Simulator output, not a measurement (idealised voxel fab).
The process module presented herein is designated voxel local oxidation.
The width of the displayed cross-section, cut, is 220 nm; its cells are square, with a size of 5 nm.
This document writes a cross-section as a grid whose cells are square, and gives it as bands, listed from the top down; one or more rows of cells form a band.
In this notation a band is specified by the heights of its top and bottom, in that order and in nm, after which its materials appear from left to right, each paired with its width in nm. The word "full width" attached to a single material means that material fills the band from edge to edge; the word "empty" stands for empty space.
All heights in this document are referenced to 0, defined as the level beneath which the wafer, as received, consists entirely of one material. The lowest band is not bounded below; it extends indefinitely downward and is written in the form "from 0 down".
The expression "30..40" gives the width at the extremes of the band, the first number at its top row of cells and the second at its bottom row, with the width changing by equal amounts from each row to the next in between.
The designation "everything unchanged", where it is given for a processing step, indicates that no cell of the cross-section was altered in the course of that step.
Empty spaces without an open route to the top, at least 8 cells in extent, make up the entry "Enclosed void listing"; each is given as width x height at distance, where the distance is measured from the left edge, and all are in nm.
after a step's settings: what the simulator itself notes on the step
The "overlay nm" setting may appear on a step's line; for a step that uses a mask, it gives how far to the right of its planned position the mask lay, and a negative value indicates the left.
Planned step list for the process
- 1: op RECEIVE | material Si
- 2: op OXIDIZE | depth nm 5
- 3: op CONFORMAL_DEP | material SiN | thk nm 15
- 4: op PATTERN | tone cover | mask id ACTIVE | material resist | width nm 110 | thk nm 15 | overlay nm 0
- 5: op DIRECTIONAL_ETCH | etch materials SiN | depth nm 15
- 6: op STRIP | etch materials resist
- 7: op SELECTIVE_ETCH | etch materials SiO2 | depth nm 5
- 8: op OXIDIZE | depth nm 10
- 9: op STRIP | etch materials SiN
Cross-section of the incoming wafer, state after step 1
from 0 down = Si full width
Enclosed void listing: none
Cross-section, first of two wafers, end of module, run as planned
from 0 to -5 = 60 nm empty / 100 nm SiO2 / 60 nm empty
from -5 to -15 = 70 nm SiO2 / 80 nm Si / 70 nm SiO2
from -15 down = Si full width
Enclosed void listing: none
This cross-section belongs to the second wafer of two at the end of the module; the start and the plan were shared with the first, and the run included one mistake
from 0 to -5 = 70 nm empty / 80 nm SiO2 / 70 nm empty
from -5 to -15 = 80 nm SiO2 / 60 nm Si / 80 nm SiO2
from -15 down = Si full width
Enclosed void listing: none
It is concluded that the wafer was processed incorrectly with respect to the plan, in that step 7 was processed under conditions differing from the plan, specifically as op SELECTIVE_ETCH | etch materials SiO2 | depth nm 15
The final cell counts differ between the wafers, with the second having more or fewer of some materials than the first: 8 fewer of Si, 4 more of SiO2
